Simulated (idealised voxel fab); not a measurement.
Process module name: voxel lift off
Shown is cross-section cut, with a width of 285 nm and square cells of size 5 nm.
In this document a cross-section is written as a grid of square cells. It is given as a series of bands, listed from the top down, and a band is one or more rows of cells. Band entry format. Leading values: height of top, height of bottom, nm. Remainder: materials in left-to-right order, each with its width in nm. Special words: "edge to edge" on a single material, which then fills the band edge to edge; "air", empty space. The level at which height equals 0 is the one under which the wafer, as it arrives, is entirely one material. No lower edge exists for the bottom band, which continues downward and is notated as in "0 nm and below". A two-number width, for instance "30->40", indicates that the width is equal to the first number in the top row of the band and to the second number in the bottom row, and that it changes by a constant amount per row of cells. For the purposes of this document, the phrase "left unchanged" attached to a step denotes that no cell within the cross-section was modified by that step. "Fully enclosed voids" enumerates empty spaces isolated from the top, with no open way to it, that contain at least 8 cells, giving each as width x height at distance from the left edge, all three in nm. Step line, after settings: the simulator's comment on this step. overlay nm: step with mask; distance mask lay right of planned place; negative value = left of planned place.

**Planned process steps**
- 1: RECEIVE: material Si
- 2: CONFORMAL_DEP: material Al2O3, thk nm 15
- 3: PATTERN: tone open, mask id LINES, material resist, width nm 15, pitch nm 40, thk nm 20, overlay nm 0
- 4: DIRECTIONAL_DEP: material Ru, thk nm 5
- 5: STRIP: etch materials resist
- 6: CONFORMAL_DEP: material SiO2, thk nm 10
What sets these wafers apart? The width nm at step 3. They all start alike, and the plan carries the first wafer's value.

**First of several wafers, received after step 1, in cross-section**
  0 nm and below  Si edge to edge
  Fully enclosed voids: none

**Below is a per-wafer table. In it, each row describes the wafer at the end of the module by giving, for each material, the number of cells gained (+) or lost (-) since the wafer was received, and after that the closed voids of the wafer**
width nm 15; +171 Al2O3; +6 Ru; +122 SiO2; Fully enclosed voids: none
width nm 20; +171 Al2O3; +8 Ru; +122 SiO2; Fully enclosed voids: none
width nm 25; +171 Al2O3; +10 Ru; +121 SiO2; Fully enclosed voids: none
